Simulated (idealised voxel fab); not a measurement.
The document below concerns the process module designated voxel released beams.
Each square cell in cross-section cut measures 5 nm, and the section as a whole is 275 nm wide.
Cross-sections here: square-cell grids, written as top-down lists of bands, a band being one or more rows of cells. Per band: top height and bottom height in nm, followed by the left-to-right materials and their widths in nm; "full width" marks a single material spanning edge to edge, "air" marks empty space. Basically, 0 is our baseline, since under it the wafer straight out of the box is all one material. The bottom band has no lower end and keeps on going down, so it looks like "0 nm and below". Quick explanation for "30->40": the width changes in equal steps down the rows of cells, from the first number in the band's top row to the second number in its bottom row. Key: "no modifications" - step with no changed cell in the cross-section. So "Enclosed cavities" is basically the list of trapped voids: any empty space of 8 cells or more that can't reach the top through an opening. They're written width x height at distance, the distance being from the left edge, and it's all nm. Past the settings on a step's line: simulator remark, on that step. The "overlay nm" setting may appear on a step's line; for a step that uses a mask, it gives how far to the right of its planned position the mask lay, and a negative value indicates the left.
The process steps that were planned are listed below:
1 RECEIVE with material Si
2 CONFORMAL_DEP with material Al2O3, thk nm 10
3 DIRECTIONAL_DEP with material SiO2, thk nm 15
4 MASKED_ETCH with tone open, mask id ANCHOR, width nm 25, etch materials SiO2, depth nm 15, overlay nm 0
5 CONFORMAL_DEP with material SiN, thk nm 10
6 MASKED_ETCH with tone cover, mask id BEAM, width nm 105, etch materials SiN, depth nm 10, overlay nm 0
7 STRIP with etch materials SiO2
As-received wafer cross-section (after step 1):
- 0 nm and below | Si full width
- Enclosed cavities: none
Post-module cross-section: identical start and plan to those above, one misstep in execution:
- 35 nm to 25 nm | 80 of air; 10 of SiN; 15 of air; 80 of SiN; 90 of air
- 25 nm to 20 nm | 80 of air; 10 of SiN; 15 of air; 10 of SiN; 160 of air
- 20 nm to 10 nm | 80 of air; 35 of SiN; 160 of air
- 10 nm to 0 nm | Al2O3 full width
- 0 nm and below | Si full width
- Enclosed cavities: none
Against the plan, the run slipped here: step 4 was not run as planned; what actually ran was MASKED_ETCH with tone open, mask id ANCHOR, width nm 35, etch materials SiO2, depth nm 15, overlay nm 0
